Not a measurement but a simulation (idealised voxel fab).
You're looking at the process module voxel double patterning.
Displayed cross-section: cut, width of 190 nm, square cells sized 5 nm.
This document writes a cross-section as a grid whose cells are square, and gives it as bands, listed from the top down; one or more rows of cells form a band. Band: top and bottom heights (nm) first, top before bottom; then materials from left to right, widths in nm. "full width" marks a sole material filling the band edge to edge. "empty" denotes empty space. Heights from 0 (as-received wafer is one material below). Bottom band endless downward, as "top 0, no bottom". Read "30->40" as a graded width: first number on top, second number at the bottom, same change between each pair of neighbouring rows. "left unchanged" after a step means that no cell of the cross-section changed. Entry "Closed internal cavities". Content: empty spaces with no open connection to the top, size 8 cells or greater. Each: width x height at distance. Distance: from left edge. Unit: nm. It should be noted that, on the line of a given step, the content following the step's settings is a remark produced by the simulator itself with respect to that step. overlay nm: mask offset rightward from planned place, masked step; negative means leftward offset.

Process steps - plan
1. op RECEIVE | material Si
2. op CONFORMAL_DEP | material SiO2 | thk nm 5
3. op DIRECTIONAL_DEP | material W | thk nm 10
4. op DIRECTIONAL_DEP | material SiN | thk nm 5
5. op DIRECTIONAL_DEP | material aC | thk nm 15
6. op PATTERN | tone open | mask id FIRST | material resist | width nm 15 | pitch nm 50 | thk nm 30 | overlay nm 0
7. op DIRECTIONAL_ETCH | etch materials aC | depth nm 15
8. op STRIP | etch materials resist
9. op DIRECTIONAL_ETCH | etch materials SiN | depth nm 5
10. op STRIP | etch materials aC
11. op PATTERN | tone open | mask id SECOND | material resist | width nm 15 | pitch nm 50 | thk nm 20 | overlay nm 0
12. op DIRECTIONAL_ETCH | etch materials SiN | depth nm 5
13. op STRIP | etch materials resist
14. op DIRECTIONAL_ETCH | etch materials W | depth nm 10
15. op STRIP | etch materials SiN

Here's what the wafer looked like in cross-section when it arrived - that's after step 1
> top 0, no bottom  Si full width
> Closed internal cavities: none

First of two wafers at the end of the module, shown in cross-section; run carried out as planned
> top 15, bottom 5  35 of W, 15 of empty, 10 of W, 15 of empty, 10 of W, 15 of empty, 10 of W, 15 of empty, 10 of W, 15 of empty, 40 of W
> top 5, bottom 0  SiO2 full width
> top 0, no bottom  Si full width
> Closed internal cavities: none

What the second wafer looks like in cross-section once the module is done. Its start and its plan matched the first wafer's exactly; what differed was one mistake in how it was run
> top 10, bottom 0  35 of W, 15 of empty, 10 of W, 15 of empty, 10 of W, 15 of empty, 10 of W, 15 of empty, 10 of W, 15 of empty, 40 of W
> top 0, no bottom  Si full width
> Closed internal cavities: none
What was done differently from what was planned? step 2 was dropped from the plan's execution and never run
Count the cells at the end and the second wafer has more or fewer of some materials than the first: 38 fewer of SiO2
